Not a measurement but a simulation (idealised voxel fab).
Herein follows the process module entitled voxel wiring stack.
This is section cut - it's 205 nm across, gridded in 5 nm square cells.
In this document a cross-section is written as a grid of square cells. It is given as a series of bands, listed from the top down, and a band is one or more rows of cells.
Band entry format. Leading values: height of top, height of bottom, nm. Remainder: materials in left-to-right order, each with its width in nm. Special words: "full width" on a single material, which then fills the band edge to edge; "empty", empty space.
Height datum 0, below which the as-received substrate wafer is one material. Lowest band open at the bottom, running downward: "0..down".
When a width is written as two numbers, as in "30->40", the first number is the width in the top row of cells of the band and the second is the width in its bottom row, and the width changes by the same amount from each row to the next.
Reading "nothing altered" for a step: not a cell of the cross-section changed in it.
Under "Closed void entries" you'll find the enclosed gaps, the ones with no way out to the top, that are 8 cells or bigger; each reads width x height at distance, with distance counted from the left edge, everything in nm.
Heads up: the bit after the settings on a step's line is the simulator's remark on that step.
overlay nm: for a step with a mask, the amount by which the mask lay right of where it was planned; a negative amount means left of it.

PROCESS STEPS - PLAN
- 1: RECEIVE (material Si)
- 2: CONFORMAL_DEP (material SiO2; thk nm 15)
- 3: DIRECTIONAL_DEP (material TiN; thk nm 5)
- 4: DIRECTIONAL_DEP (material W; thk nm 15)
- 5: MASKED_ETCH (tone cover; mask id METAL_1; width nm 30; pitch nm 60; etch materials W; depth nm 15; overlay nm 0)
- 6: MASKED_ETCH (tone cover; mask id METAL_1; width nm 30; pitch nm 60; etch materials TiN; depth nm 5; overlay nm 0)
- 7: CONFORMAL_DEP (material SiN; thk nm 5)
- 8: FILL_DEP (material lowk; thk nm 10)
- 9: CMP (height nm 35)
- 10: CONFORMAL_DEP (material SiCN; thk nm 5)
- 11: DIRECTIONAL_DEP (material SiO2; thk nm 20)
- 12: DIRECTIONAL_DEP (material aC; thk nm 10)
- 13: PATTERN (tone open; mask id PLUG_1; material resist; width nm 15; pitch nm 60; thk nm 25; overlay nm 0)
- 14: DIRECTIONAL_ETCH (etch materials aC; depth nm 10)
- 15: STRIP (etch materials resist)
- 16: DIRECTIONAL_ETCH (etch materials SiO2; depth nm 20)
- 17: DIRECTIONAL_ETCH (etch materials SiCN; depth nm 5)
- 18: STRIP (etch materials aC)
- 19: EPI (material Ru; thk nm 10)
- 20: EPI (material Ru; thk nm 10)
- 21: EPI (material Ru; thk nm 5)
- 22: DIRECTIONAL_DEP (material TiN; thk nm 5)
- 23: DIRECTIONAL_DEP (material Ru; thk nm 15)
- 24: PATTERN (tone cover; mask id METAL_2; material resist; width nm 30; pitch nm 60; thk nm 20; overlay nm 0)
- 25: DIRECTIONAL_ETCH (etch materials Ru; depth nm 15)
- 26: DIRECTIONAL_ETCH (etch materials TiN; depth nm 5)
- 27: STRIP (etch materials resist)
- 28: CONFORMAL_DEP (material SiCN; thk nm 5)
- 29: FILL_DEP (material lowk; thk nm 5)
- 30: CMP (height nm 80)
- 31: CONFORMAL_DEP (material SiCN; thk nm 5)

FIRST OF TWO WAFERS, WITH THE RUN CARRIED OUT AS PLANNED

RECEIVED-STATE CROSS-SECTION, REFLECTING COMPLETION OF STEP 1
0..down: Si full width
Closed void entries: none

SO THIS IS THE WAFER CROSS-SECTION RIGHT AFTER STEP 2
15..0: SiO2 full width
Under 0: no change, same as before.

SO THIS IS THE WAFER CROSS-SECTION RIGHT AFTER STEP 3
20..15: TiN full width
Under 15: no change, same as before.

SO THIS IS THE WAFER CROSS-SECTION RIGHT AFTER STEP 4
35..20: W full width
Under 20: no change, same as before.

SO THIS IS THE WAFER CROSS-SECTION RIGHT AFTER STEP 5
35..20: empty=25  W=30  empty=30  W=30  empty=30  W=30  empty=30
Under 20: no change, same as before.

SO THIS IS THE WAFER CROSS-SECTION RIGHT AFTER STEP 6
35..20: empty=25  W=30  empty=30  W=30  empty=30  W=30  empty=30
20..15: empty=25  TiN=30  empty=30  TiN=30  empty=30  TiN=30  empty=30
Under 15: no change, same as before.

SO THIS IS THE WAFER CROSS-SECTION RIGHT AFTER STEP 7
40..35: empty=20  SiN=40  empty=20  SiN=40  empty=20  SiN=40  empty=25
35..20: empty=20  SiN=5  W=30  SiN=5  empty=20  SiN=5  W=30  SiN=5  empty=20  SiN=5  W=30  SiN=5  empty=25
20..15: SiN=25  TiN=30  SiN=30  TiN=30  SiN=30  TiN=30  SiN=30
Under 15: no change, same as before.

SO THIS IS THE WAFER CROSS-SECTION RIGHT AFTER STEP 8
50..40: lowk full width
40..35: lowk=20  SiN=40  lowk=20  SiN=40  lowk=20  SiN=40  lowk=25
35..20: lowk=20  SiN=5  W=30  SiN=5  lowk=20  SiN=5  W=30  SiN=5  lowk=20  SiN=5  W=30  SiN=5  lowk=25
Under 20: no change, same as before.

SO THIS IS THE WAFER CROSS-SECTION RIGHT AFTER STEP 9
35..20: lowk=20  SiN=5  W=30  SiN=5  lowk=20  SiN=5  W=30  SiN=5  lowk=20  SiN=5  W=30  SiN=5  lowk=25
Under 20: no change, same as before.

SO THIS IS THE WAFER CROSS-SECTION RIGHT AFTER STEP 10
40..35: SiCN full width
Under 35: no change, same as before.

SO THIS IS THE WAFER CROSS-SECTION RIGHT AFTER STEP 11
60..40: SiO2 full width
Under 40: no change, same as before.

SO THIS IS THE WAFER CROSS-SECTION RIGHT AFTER STEP 12
70..60: aC full width
Under 60: no change, same as before.

SO THIS IS THE WAFER CROSS-SECTION RIGHT AFTER STEP 13
95..70: resist=25  empty=15  resist=45  empty=15  resist=45  empty=15  resist=45
Under 70: no change, same as before.

SO THIS IS THE WAFER CROSS-SECTION RIGHT AFTER STEP 14
85..70: resist=25  empty=15  resist=45  empty=15  resist=45  empty=15  resist=45
70..60: aC=25  empty=15  aC=45  empty=15  aC=45  empty=15  aC=45
Under 60: no change, same as before.

SO THIS IS THE WAFER CROSS-SECTION RIGHT AFTER STEP 15
70..60: aC=25  empty=15  aC=45  empty=15  aC=45  empty=15  aC=45
Under 60: no change, same as before.

SO THIS IS THE WAFER CROSS-SECTION RIGHT AFTER STEP 16
70..60: aC=25  empty=15  aC=45  empty=15  aC=45  empty=15  aC=45
60..40: SiO2=25  empty=15  SiO2=45  empty=15  SiO2=45  empty=15  SiO2=45
Under 40: no change, same as before.

SO THIS IS THE WAFER CROSS-SECTION RIGHT AFTER STEP 17
70..60: aC=25  empty=15  aC=45  empty=15  aC=45  empty=15  aC=45
60..40: SiO2=25  empty=15  SiO2=45  empty=15  SiO2=45  empty=15  SiO2=45
40..35: SiCN=25  empty=15  SiCN=45  empty=15  SiCN=45  empty=15  SiCN=45
Under 35: no change, same as before.

SO THIS IS THE WAFER CROSS-SECTION RIGHT AFTER STEP 18
60..40: SiO2=25  empty=15  SiO2=45  empty=15  SiO2=45  empty=15  SiO2=45
Under 40: no change, same as before.

SO THIS IS THE WAFER CROSS-SECTION RIGHT AFTER STEP 19
60..45: SiO2=25  empty=15  SiO2=45  empty=15  SiO2=45  empty=15  SiO2=45
45..40: SiO2=25  Ru=15  SiO2=45  Ru=15  SiO2=45  Ru=15  SiO2=45
40..35: SiCN=25  Ru=15  SiCN=45  Ru=15  SiCN=45  Ru=15  SiCN=45
Under 35: no change, same as before.

SO THIS IS THE WAFER CROSS-SECTION RIGHT AFTER STEP 20
60..55: SiO2=25  empty=15  SiO2=45  empty=15  SiO2=45  empty=15  SiO2=45
55..40: SiO2=25  Ru=15  SiO2=45  Ru=15  SiO2=45  Ru=15  SiO2=45
Under 40: no change, same as before.

SO THIS IS THE WAFER CROSS-SECTION RIGHT AFTER STEP 21
60..40: SiO2=25  Ru=15  SiO2=45  Ru=15  SiO2=45  Ru=15  SiO2=45
Under 40: no change, same as before.

SO THIS IS THE WAFER CROSS-SECTION RIGHT AFTER STEP 22
65..60: TiN full width
Under 60: no change, same as before.

SO THIS IS THE WAFER CROSS-SECTION RIGHT AFTER STEP 23
80..65: Ru full width
Under 65: no change, same as before.

SO THIS IS THE WAFER CROSS-SECTION RIGHT AFTER STEP 24
100..80: empty=25  resist=30  empty=30  resist=30  empty=30  resist=30  empty=30
Under 80: no change, same as before.

SO THIS IS THE WAFER CROSS-SECTION RIGHT AFTER STEP 25
100..80: empty=25  resist=30  empty=30  resist=30  empty=30  resist=30  empty=30
80..65: empty=25  Ru=30  empty=30  Ru=30  empty=30  Ru=30  empty=30
Under 65: no change, same as before.

SO THIS IS THE WAFER CROSS-SECTION RIGHT AFTER STEP 26
100..80: empty=25  resist=30  empty=30  resist=30  empty=30  resist=30  empty=30
80..65: empty=25  Ru=30  empty=30  Ru=30  empty=30  Ru=30  empty=30
65..60: empty=25  TiN=30  empty=30  TiN=30  empty=30  TiN=30  empty=30
Under 60: no change, same as before.

SO THIS IS THE WAFER CROSS-SECTION RIGHT AFTER STEP 27
80..65: empty=25  Ru=30  empty=30  Ru=30  empty=30  Ru=30  empty=30
Under 65: no change, same as before.

SO THIS IS THE WAFER CROSS-SECTION RIGHT AFTER STEP 28
85..80: empty=20  SiCN=40  empty=20  SiCN=40  empty=20  SiCN=40  empty=25
80..65: empty=20  SiCN=5  Ru=30  SiCN=5  empty=20  SiCN=5  Ru=30  SiCN=5  empty=20  SiCN=5  Ru=30  SiCN=5  empty=25
65..60: SiCN=25  TiN=30  SiCN=30  TiN=30  SiCN=30  TiN=30  SiCN=30
Under 60: no change, same as before.

SO THIS IS THE WAFER CROSS-SECTION RIGHT AFTER STEP 29
90..85: lowk full width
85..80: lowk=20  SiCN=40  lowk=20  SiCN=40  lowk=20  SiCN=40  lowk=25
80..65: lowk=20  SiCN=5  Ru=30  SiCN=5  lowk=20  SiCN=5  Ru=30  SiCN=5  lowk=20  SiCN=5  Ru=30  SiCN=5  lowk=25
Under 65: no change, same as before.

SO THIS IS THE WAFER CROSS-SECTION RIGHT AFTER STEP 30
80..65: lowk=20  SiCN=5  Ru=30  SiCN=5  lowk=20  SiCN=5  Ru=30  SiCN=5  lowk=20  SiCN=5  Ru=30  SiCN=5  lowk=25
Under 65: no change, same as before.

SO THIS IS THE WAFER CROSS-SECTION RIGHT AFTER STEP 31
85..80: SiCN full width
Under 80: no change, same as before.

THE SECOND WAFER: IDENTICAL TO THE FIRST AT THE OUTSET AND IN ITS PLANNED SEQUENCE, DIFFERING ONLY IN THAT ONE MISTAKE WAS MADE DURING PROCESSING; UP TO AND INCLUDING STEP 12, ITS PATH IS THE FIRST WAFER'S PATH

HERE IS THE SECOND WAFER IN CROSS-SECTION AT THE POINT WHERE STEP 13 OF THE PLAN SHOULD HAVE BEEN DONE
95..70: empty=25  resist=15  empty=45  resist=15  empty=45  resist=15  empty=45
Under 70: no change, same as before.

HERE IS THE SECOND WAFER IN CROSS-SECTION AT THE POINT WHERE STEP 14 OF THE PLAN SHOULD HAVE BEEN DONE
85..70: empty=25  resist=15  empty=45  resist=15  empty=45  resist=15  empty=45
70..60: empty=25  aC=15  empty=45  aC=15  empty=45  aC=15  empty=45
Under 60: no change, same as before.

HERE IS THE SECOND WAFER IN CROSS-SECTION AT THE POINT WHERE STEP 15 OF THE PLAN SHOULD HAVE BEEN DONE
70..60: empty=25  aC=15  empty=45  aC=15  empty=45  aC=15  empty=45
Under 60: no change, same as before.

HERE IS THE SECOND WAFER IN CROSS-SECTION AT THE POINT WHERE STEP 16 OF THE PLAN SHOULD HAVE BEEN DONE
70..60: empty=25  aC=15  empty=45  aC=15  empty=45  aC=15  empty=45
60..40: empty=25  SiO2=15  empty=45  SiO2=15  empty=45  SiO2=15  empty=45
Under 40: no change, same as before.

HERE IS THE SECOND WAFER IN CROSS-SECTION AT THE POINT WHERE STEP 17 OF THE PLAN SHOULD HAVE BEEN DONE
70..60: empty=25  aC=15  empty=45  aC=15  empty=45  aC=15  empty=45
60..40: empty=25  SiO2=15  empty=45  SiO2=15  empty=45  SiO2=15  empty=45
40..35: empty=25  SiCN=15  empty=45  SiCN=15  empty=45  SiCN=15  empty=45
Under 35: no change, same as before.

HERE IS THE SECOND WAFER IN CROSS-SECTION AT THE POINT WHERE STEP 18 OF THE PLAN SHOULD HAVE BEEN DONE
60..40: empty=25  SiO2=15  empty=45  SiO2=15  empty=45  SiO2=15  empty=45
Under 40: no change, same as before.

HERE IS THE SECOND WAFER IN CROSS-SECTION AT THE POINT WHERE STEP 19 OF THE PLAN SHOULD HAVE BEEN DONE
60..45: empty=25  SiO2=15  empty=45  SiO2=15  empty=45  SiO2=15  empty=45
45..40: empty=25  SiO2=15  Ru=25  empty=20  SiO2=15  Ru=25  empty=20  SiO2=15  Ru=25  empty=20
40..35: empty=25  SiCN=15  Ru=25  empty=20  SiCN=15  Ru=25  empty=20  SiCN=15  Ru=25  empty=20
Under 35: no change, same as before.

HERE IS THE SECOND WAFER IN CROSS-SECTION AT THE POINT WHERE STEP 20 OF THE PLAN SHOULD HAVE BEEN DONE
60..55: empty=25  SiO2=15  empty=45  SiO2=15  empty=45  SiO2=15  empty=45
55..40: empty=25  SiO2=15  Ru=35  empty=10  SiO2=15  Ru=35  empty=10  SiO2=15  Ru=35  empty=10
40..35: empty=25  SiCN=15  Ru=35  empty=10  SiCN=15  Ru=35  empty=10  SiCN=15  Ru=35  empty=10
Under 35: no change, same as before.

HERE IS THE SECOND WAFER IN CROSS-SECTION AT THE POINT WHERE STEP 21 OF THE PLAN SHOULD HAVE BEEN DONE
60..40: empty=25  SiO2=15  Ru=40  empty=5  SiO2=15  Ru=40  empty=5  SiO2=15  Ru=40  empty=5
40..35: empty=25  SiCN=15  Ru=40  empty=5  SiCN=15  Ru=40  empty=5  SiCN=15  Ru=40  empty=5
Under 35: no change, same as before.

HERE IS THE SECOND WAFER IN CROSS-SECTION AT THE POINT WHERE STEP 22 OF THE PLAN SHOULD HAVE BEEN DONE
65..60: empty=25  TiN=55  empty=5  TiN=55  empty=5  TiN=55  empty=5
60..40: empty=25  SiO2=15  Ru=40  empty=5  SiO2=15  Ru=40  empty=5  SiO2=15  Ru=40  empty=5
40..35: TiN=25  SiCN=15  Ru=40  TiN=5  SiCN=15  Ru=40  TiN=5  SiCN=15  Ru=40  TiN=5
Under 35: no change, same as before.

HERE IS THE SECOND WAFER IN CROSS-SECTION AT THE POINT WHERE STEP 23 OF THE PLAN SHOULD HAVE BEEN DONE
80..65: empty=25  Ru=55  empty=5  Ru=55  empty=5  Ru=55  empty=5
65..60: empty=25  TiN=55  empty=5  TiN=55  empty=5  TiN=55  empty=5
60..55: empty=25  SiO2=15  Ru=40  empty=5  SiO2=15  Ru=40  empty=5  SiO2=15  Ru=40  empty=5
55..40: Ru=25  SiO2=15  Ru=45  SiO2=15  Ru=45  SiO2=15  Ru=45
Under 40: no change, same as before.

HERE IS THE SECOND WAFER IN CROSS-SECTION AT THE POINT WHERE STEP 24 OF THE PLAN SHOULD HAVE BEEN DONE
100..80: empty=25  resist=30  empty=30  resist=30  empty=30  resist=30  empty=30
Under 80: no change, same as before.

HERE IS THE SECOND WAFER IN CROSS-SECTION AT THE POINT WHERE STEP 25 OF THE PLAN SHOULD HAVE BEEN DONE
100..80: empty=25  resist=30  empty=30  resist=30  empty=30  resist=30  empty=30
80..65: empty=25  Ru=30  empty=30  Ru=30  empty=30  Ru=30  empty=30
65..60: empty=25  TiN=55  empty=5  TiN=55  empty=5  TiN=55  empty=5
60..40: empty=25  SiO2=15  Ru=40  empty=5  SiO2=15  Ru=40  empty=5  SiO2=15  Ru=40  empty=5
Under 40: no change, same as before.

HERE IS THE SECOND WAFER IN CROSS-SECTION AT THE POINT WHERE STEP 26 OF THE PLAN SHOULD HAVE BEEN DONE
100..80: empty=25  resist=30  empty=30  resist=30  empty=30  resist=30  empty=30
80..65: empty=25  Ru=30  empty=30  Ru=30  empty=30  Ru=30  empty=30
65..60: empty=25  TiN=30  empty=30  TiN=30  empty=30  TiN=30  empty=30
60..40: empty=25  SiO2=15  Ru=40  empty=5  SiO2=15  Ru=40  empty=5  SiO2=15  Ru=40  empty=5
40..35: empty=25  SiCN=15  Ru=40  empty=5  SiCN=15  Ru=40  empty=5  SiCN=15  Ru=40  empty=5
Under 35: no change, same as before.

HERE IS THE SECOND WAFER IN CROSS-SECTION AT THE POINT WHERE STEP 27 OF THE PLAN SHOULD HAVE BEEN DONE
80..65: empty=25  Ru=30  empty=30  Ru=30  empty=30  Ru=30  empty=30
Under 65: no change, same as before.

HERE IS THE SECOND WAFER IN CROSS-SECTION AT THE POINT WHERE STEP 28 OF THE PLAN SHOULD HAVE BEEN DONE
85..80: empty=20  SiCN=40  empty=20  SiCN=40  empty=20  SiCN=40  empty=25
80..65: empty=20  SiCN=5  Ru=30  SiCN=5  empty=20  SiCN=5  Ru=30  SiCN=5  empty=20  SiCN=5  Ru=30  SiCN=5  empty=25
65..60: empty=20  SiCN=5  TiN=30  SiCN=30  TiN=30  SiCN=30  TiN=30  SiCN=30
60..40: empty=20  SiCN=5  SiO2=15  Ru=40  SiCN=5  SiO2=15  Ru=40  SiCN=5  SiO2=15  Ru=40  SiCN=5
40..35: SiCN=40  Ru=40  SiCN=20  Ru=40  SiCN=20  Ru=40  SiCN=5
Under 35: no change, same as before.

HERE IS THE SECOND WAFER IN CROSS-SECTION AT THE POINT WHERE STEP 29 OF THE PLAN SHOULD HAVE BEEN DONE
90..85: lowk full width
85..80: lowk=20  SiCN=40  lowk=20  SiCN=40  lowk=20  SiCN=40  lowk=25
80..65: lowk=20  SiCN=5  Ru=30  SiCN=5  lowk=20  SiCN=5  Ru=30  SiCN=5  lowk=20  SiCN=5  Ru=30  SiCN=5  lowk=25
65..60: lowk=20  SiCN=5  TiN=30  SiCN=30  TiN=30  SiCN=30  TiN=30  SiCN=30
60..40: lowk=20  SiCN=5  SiO2=15  Ru=40  SiCN=5  SiO2=15  Ru=40  SiCN=5  SiO2=15  Ru=40  SiCN=5
Under 40: no change, same as before.

HERE IS THE SECOND WAFER IN CROSS-SECTION AT THE POINT WHERE STEP 30 OF THE PLAN SHOULD HAVE BEEN DONE
80..65: lowk=20  SiCN=5  Ru=30  SiCN=5  lowk=20  SiCN=5  Ru=30  SiCN=5  lowk=20  SiCN=5  Ru=30  SiCN=5  lowk=25
Under 65: no change, same as before.

HERE IS THE SECOND WAFER IN CROSS-SECTION AT THE POINT WHERE STEP 31 OF THE PLAN SHOULD HAVE BEEN DONE
85..80: SiCN full width
Under 80: no change, same as before.
Where did the run depart from the plan? step 13 was not run as planned; what actually ran was PATTERN (tone cover; mask id PLUG_1; material resist; width nm 15; pitch nm 60; thk nm 25; overlay nm 0)
It is noted that, at the conclusion of processing, the second wafer exhibits a higher or lower cell count for certain materials relative to the first: +75 Ru, -3 SiCN, -92 SiO2, +20 lowk
